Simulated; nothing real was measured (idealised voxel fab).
process module | voxel released beams
Square cells of 5 nm make up the cross-section cut, whose width is 170 nm.
A cross-section is a grid of square cells, given in bands from the top down. A band is one or more rows of cells.
Read a band's entry like this: the first values are the height of its top and the height of its bottom in nm, and what follows is the sequence of materials from left to right, each with its width in nm. Note that "blank" is empty space, and that a single material marked "everywhere" reaches across the band from edge to edge.
Heads up on the height convention: 0 is the point under which the incoming wafer is all one material, and the lowest band has no bottom, it just keeps going down, like "0..down".
A two-number width, for instance "30->40", indicates that the width is equal to the first number in the top row of the band and to the second number in the bottom row, and that it changes by a constant amount per row of cells.
"no modification" means the step left every cell of the cross-section as it was.
"Closed cavity list": sealed empty spaces, 8 cells or more, no open way to top, listed width x height at distance, with distance from the left edge and width, height and distance in nm.
If you see something after the settings on a step's line, that's the simulator's own remark about that step.
You can add "overlay nm" to a step's line. For a step with a mask, it describes how far the mask lay to the right of its planned position, and a negative number describes a lay to the left.

Below is the list of planned process steps
step 1: RECEIVE: material Si
step 2: CONFORMAL_DEP: material Al2O3, thk nm 5
step 3: DIRECTIONAL_DEP: material SiO2, thk nm 10
step 4: DIRECTIONAL_DEP: material aC, thk nm 10
step 5: PATTERN: tone open, mask id ANCHOR, material resist, width nm 35, thk nm 25, overlay nm 0
step 6: DIRECTIONAL_ETCH: etch materials aC, depth nm 10
step 7: STRIP: etch materials resist
step 8: DIRECTIONAL_ETCH: etch materials SiO2, depth nm 10
step 9: STRIP: etch materials aC
step 10: CONFORMAL_DEP: material SiN, thk nm 10
step 11: DIRECTIONAL_DEP: material aC, thk nm 10
step 12: PATTERN: tone cover, mask id BEAM, material resist, width nm 90, thk nm 30, overlay nm 0
step 13: DIRECTIONAL_ETCH: etch materials aC, depth nm 10
step 14: STRIP: etch materials resist
step 15: DIRECTIONAL_ETCH: etch materials SiN, depth nm 10
step 16: STRIP: etch materials aC
step 17: STRIP: etch materials SiO2

First of two wafers - as planned

Wafer cross-section on receipt, i.e. after step 1
    0..down | Si everywhere
    Closed cavity list: none

Step 2 complete: cross-section through the wafer
    5..0 | Al2O3 everywhere
    Heights below 0 show no change.

Step 3 complete: cross-section through the wafer
    15..5 | SiO2 everywhere
    Heights below 5 show no change.

Step 4 complete: cross-section through the wafer
    25..15 | aC everywhere
    Heights below 15 show no change.

Step 5 complete: cross-section through the wafer
    50..25 | resist 40 nm, blank 35 nm, resist 95 nm
    Heights below 25 show no change.

Step 6 complete: cross-section through the wafer
    40..25 | resist 40 nm, blank 35 nm, resist 95 nm
    25..15 | aC 40 nm, blank 35 nm, aC 95 nm
    Heights below 15 show no change.

Step 7 complete: cross-section through the wafer
    25..15 | aC 40 nm, blank 35 nm, aC 95 nm
    Heights below 15 show no change.

Step 8 complete: cross-section through the wafer
    25..15 | aC 40 nm, blank 35 nm, aC 95 nm
    15..5 | SiO2 40 nm, blank 35 nm, SiO2 95 nm
    Heights below 5 show no change.

Step 9 complete: cross-section through the wafer
    15..5 | SiO2 40 nm, blank 35 nm, SiO2 95 nm
    Heights below 5 show no change.

Step 10 complete: cross-section through the wafer
    25..15 | SiN 50 nm, blank 15 nm, SiN 105 nm
    15..5 | SiO2 40 nm, SiN 35 nm, SiO2 95 nm
    Heights below 5 show no change.

Step 11 complete: cross-section through the wafer
    35..25 | aC 50 nm, blank 15 nm, aC 105 nm
    25..15 | SiN 50 nm, aC 15 nm, SiN 105 nm
    Heights below 15 show no change.

Step 12 complete: cross-section through the wafer
    65..35 | blank 35 nm, resist 90 nm, blank 45 nm
    35..25 | aC 50 nm, resist 15 nm, aC 105 nm
    Heights below 25 show no change.

Step 13 complete: cross-section through the wafer
    55..35 | blank 35 nm, resist 90 nm, blank 45 nm
    35..25 | blank 35 nm, aC 15 nm, resist 15 nm, aC 60 nm, blank 45 nm
    Heights below 25 show no change.

Step 14 complete: cross-section through the wafer
    35..25 | blank 35 nm, aC 15 nm, blank 15 nm, aC 60 nm, blank 45 nm
    Heights below 25 show no change.

Step 15 complete: cross-section through the wafer
    35..25 | blank 35 nm, aC 15 nm, blank 15 nm, aC 60 nm, blank 45 nm
    25..15 | blank 35 nm, SiN 15 nm, aC 15 nm, SiN 60 nm, blank 45 nm
    Heights below 15 show no change.

Step 16 complete: cross-section through the wafer
    25..15 | blank 35 nm, SiN 15 nm, blank 15 nm, SiN 60 nm, blank 45 nm
    Heights below 15 show no change.

Step 17 complete: cross-section through the wafer
    25..15 | blank 35 nm, SiN 15 nm, blank 15 nm, SiN 60 nm, blank 45 nm
    15..5 | blank 40 nm, SiN 35 nm, blank 95 nm
    Heights below 5 show no change.

What follows concerns the second wafer, which started out like the first and was meant to follow the very same plan; one mistake crept in when it was run, but everything up to and including step 12 is the same as for the first wafer

At the planned end of step 13, the second wafer in cross-section
    45..35 | blank 35 nm, resist 90 nm, blank 45 nm
    35..25 | blank 35 nm, aC 15 nm, resist 15 nm, aC 60 nm, blank 45 nm
    Heights below 25 show no change.

At the planned end of step 14, the second wafer in cross-section
    35..25 | blank 35 nm, aC 15 nm, blank 15 nm, aC 60 nm, blank 45 nm
    Heights below 25 show no change.

At the planned end of step 15, the second wafer in cross-section
    35..25 | blank 35 nm, aC 15 nm, blank 15 nm, aC 60 nm, blank 45 nm
    25..15 | blank 35 nm, SiN 15 nm, aC 15 nm, SiN 60 nm, blank 45 nm
    Heights below 15 show no change.

At the planned end of step 16, the second wafer in cross-section
    25..15 | blank 35 nm, SiN 15 nm, blank 15 nm, SiN 60 nm, blank 45 nm
    Heights below 15 show no change.

At the planned end of step 17, the second wafer in cross-section
    25..15 | blank 35 nm, SiN 15 nm, blank 15 nm, SiN 60 nm, blank 45 nm
    15..5 | blank 40 nm, SiN 35 nm, blank 95 nm
    Heights below 5 show no change.
Where did the run depart from the plan? step 13 in the plan was executed twice
Final cross-sections of the two wafers are identical, so the mistake has no effect on what this model computes.
